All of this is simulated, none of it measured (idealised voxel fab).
You're looking at the process module voxel gate over fins.
Section cut is 220 nm wide and gridded with 5 nm square cells.
A cross-section in this document is a grid of square cells, and it is written down as bands, the top band listed before the ones below it; a band is made up of one or more rows of cells. First you get the band's top height and its bottom height, in nm, and then the materials it's made of, left to right, with each width in nm. If you see a single material with "edge to edge", that one covers the band edge to edge. "empty" is empty space. Height 0 is the level under which the wafer as received is all one material. The lowest band goes on downwards, as in "0 nm and below". A two-number width, for instance "30->40", indicates that the width is equal to the first number in the top row of the band and to the second number in the bottom row, and that it changes by a constant amount per row of cells. Given "remained the same" for a step, no cell of the cross-section differs between before and after that step. In the "closed voids" entry, you get each enclosed empty space of 8 cells or more, one with no open way to the top, written width x height at distance, distance from the left edge, in nm. Where a step's line continues beyond its settings, the continuation is a remark by the simulator itself on that step. A step line may carry the setting "overlay nm", which, for steps involving a mask, states the distance by which the mask lay to the right of its intended position; negative values denote displacement to the left. If you're wondering how to read the rest of this, here's the deal. It's pairs of cross-sections: one from before a process step, one from after it. The after one is only drawn as far down as the lowest band that changed. Right under each pair you'll see which step sits between them and what its settings were. Don't read the pairs as one continuous story, though. They can come from different runs of this module on the same starting wafer, and a pair only carries on from the one above it where its entry headed "Pre-step view" says so.
[Pre-step view]
- 10 nm to 5 nm: TiN (45) / empty (5) / TiN (35) / empty (5) / TiN (35) / empty (5) / TiN (35) / empty (5) / TiN (50)
- 5 nm to 0 nm: HfO2 (40) / TiN (5) / empty (5) / TiN (5) / HfO2 (25) / TiN (5) / empty (5) / TiN (5) / HfO2 (25) / TiN (5) / empty (5) / TiN (5) / HfO2 (25) / TiN (5) / empty (5) / TiN (5) / HfO2 (45)
- 0 nm to -5 nm: Si (35) / HfO2 (5) / TiN (15) / HfO2 (5) / Si (15) / HfO2 (5) / TiN (15) / HfO2 (5) / Si (15) / HfO2 (5) / TiN (15) / HfO2 (5) / Si (15) / HfO2 (5) / TiN (15) / HfO2 (5) / Si (40)
- -5 nm to -10 nm: Si (35) / HfO2 (25) / Si (15) / HfO2 (25) / Si (15) / HfO2 (25) / Si (15) / HfO2 (25) / Si (40)
- -10 nm to -45 nm: Si (35) / SiO2 (25) / Si (15) / SiO2 (25) / Si (15) / SiO2 (25) / Si (15) / SiO2 (25) / Si (40)
- -45 nm and below: Si edge to edge
- closed voids: none
[Section After Processing]
- 15 nm to 10 nm: TiAl edge to edge
- 10 nm to 5 nm: TiN (45) / TiAl (5) / TiN (35) / TiAl (5) / TiN (35) / TiAl (5) / TiN (35) / TiAl (5) / TiN (50)
- 5 nm to 0 nm: HfO2 (40) / TiN (5) / TiAl (5) / TiN (5) / HfO2 (25) / TiN (5) / TiAl (5) / TiN (5) / HfO2 (25) / TiN (5) / TiAl (5) / TiN (5) / HfO2 (25) / TiN (5) / TiAl (5) / TiN (5) / HfO2 (45)
- Anything lower than 0 is untouched.
- closed voids: none
Between the two cross-sections shown above lies CONFORMAL_DEP (material TiAl; thk nm 5)
Pre-step view: The structure entering this step is exactly what the pair just above shows after its step.
[Section After Processing]
- 20 nm to 15 nm: TiN edge to edge
- Anything lower than 15 is untouched.
- closed voids: none
Between the two cross-sections shown above lies CONFORMAL_DEP (material TiN; thk nm 5)
Pre-step view: The structure entering this step is exactly what the pair just above shows after its step.
[Section After Processing]
- 30 nm to 20 nm: W edge to edge
- Anything lower than 20 is untouched.
- closed voids: none
Between the two cross-sections shown above lies FILL_DEP (material W; thk nm 10)
Pre-step view: The structure entering this step is exactly what the pair just above shows after its step.
[Section After Processing]
- 25 nm to 20 nm: W edge to edge
- Anything lower than 20 is untouched.
- closed voids: none
Between the two cross-sections shown above lies CMP (height nm 25)
Pre-step view: The structure entering this step is exactly what the pair just above shows after its step.
[Section After Processing]
- 35 nm to 25 nm: SiCN edge to edge
- Anything lower than 25 is untouched.
- closed voids: none
Between the two cross-sections shown above lies CONFORMAL_DEP (material SiCN; thk nm 10)
